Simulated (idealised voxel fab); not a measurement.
Documented hereafter: the process module known as voxel tone inversion.
The figure presents cross-section cut, which has a width of 230 nm and is divided into square cells with an edge length of 5 nm.
How to read a cross-section here: the picture is a grid of square cells, written as bands going from the top down, and any band can span one or more rows of cells. Quick guide to a band line: top height, bottom height (nm) up front; then every material left to right with its width in nm. Only one material and it's marked "edge to edge"? Then it fills the band edge to edge. And "blank" just means empty space. Where do heights start? At 0: under that level the wafer as delivered is made of one material only. And the lowest band has no floor; it just carries on downward, as in "from 0 down". With a width like "30..40", each row of cells in the band differs from the next by the same amount, the top row carrying the first number and the bottom row the second. The cross-section has no changed cell in any step marked "no change". Basically, "Entrapped voids" tells you about the enclosed voids: empty spaces with no open way to the top, 8 cells or bigger, each written width x height at distance, where distance is from the left edge, all in nm. Read whatever lies past the settings on a step's line as the simulator's own remark about the step. What "overlay nm" on a step's line means: if the step has a mask, that mask lay this far to the right of its planned place, or, when the value is negative, to the left.

Process steps foreseen in the plan:
1,RECEIVE [material Si]
2,CONFORMAL_DEP [material SiN] [thk nm 5]
3,DIRECTIONAL_DEP [material aC] [thk nm 15]
4,PATTERN [tone cover] [mask id POSTS] [material resist] [width nm 25] [pitch nm 40] [thk nm 20] [overlay nm 0]
5,DIRECTIONAL_ETCH [etch materials aC] [depth nm 15]
6,STRIP [etch materials resist]
7,FILL_DEP [material lowk] [thk nm 10]
8,CMP [height nm 20]
9,STRIP [etch materials aC]
10,CONFORMAL_DEP [material TiN] [thk nm 5]
11,FILL_DEP [material Ru] [thk nm 5]
12,CMP [height nm 20]
13,CONFORMAL_DEP [material SiN] [thk nm 5]

Cross-section of the incoming wafer, state after step 1:
    from 0 down | Si edge to edge
    Entrapped voids: none

Cross-sectional image of the first of two wafers at the end of the module, the run having proceeded as planned:
    from 25 to 20 | SiN edge to edge
    from 20 to 10 | 80 lowk, 5 TiN, 15 Ru, 5 TiN, 15 lowk, 5 TiN, 15 Ru, 5 TiN, 85 lowk
    from 10 to 5 | 80 lowk, 25 TiN, 15 lowk, 25 TiN, 85 lowk
    from 5 to 0 | SiN edge to edge
    from 0 down | Si edge to edge
    Entrapped voids: none

Cross-sectional view of the second of two wafers upon completion of the module. This wafer shared its starting condition and process plan with the first; one error was made during its execution:
    from 25 to 20 | SiN edge to edge
    from 20 to 10 | 75 Ru, 5 TiN, 25 lowk, 5 TiN, 5 Ru, 5 TiN, 25 lowk, 5 TiN, 80 Ru
    from 10 to 5 | 80 TiN, 25 lowk, 15 TiN, 25 lowk, 85 TiN
    from 5 to 0 | SiN edge to edge
    from 0 down | Si edge to edge
    Entrapped voids: none
What was the processing mistake? step 4, actual vs plan mismatch, actual run PATTERN [tone open] [mask id POSTS] [material resist] [width nm 25] [pitch nm 40] [thk nm 20] [overlay nm 0]
At the finish, the second wafer shows more or fewer cells for some materials than the first does: Ru +52 | TiN +26 | lowk -78
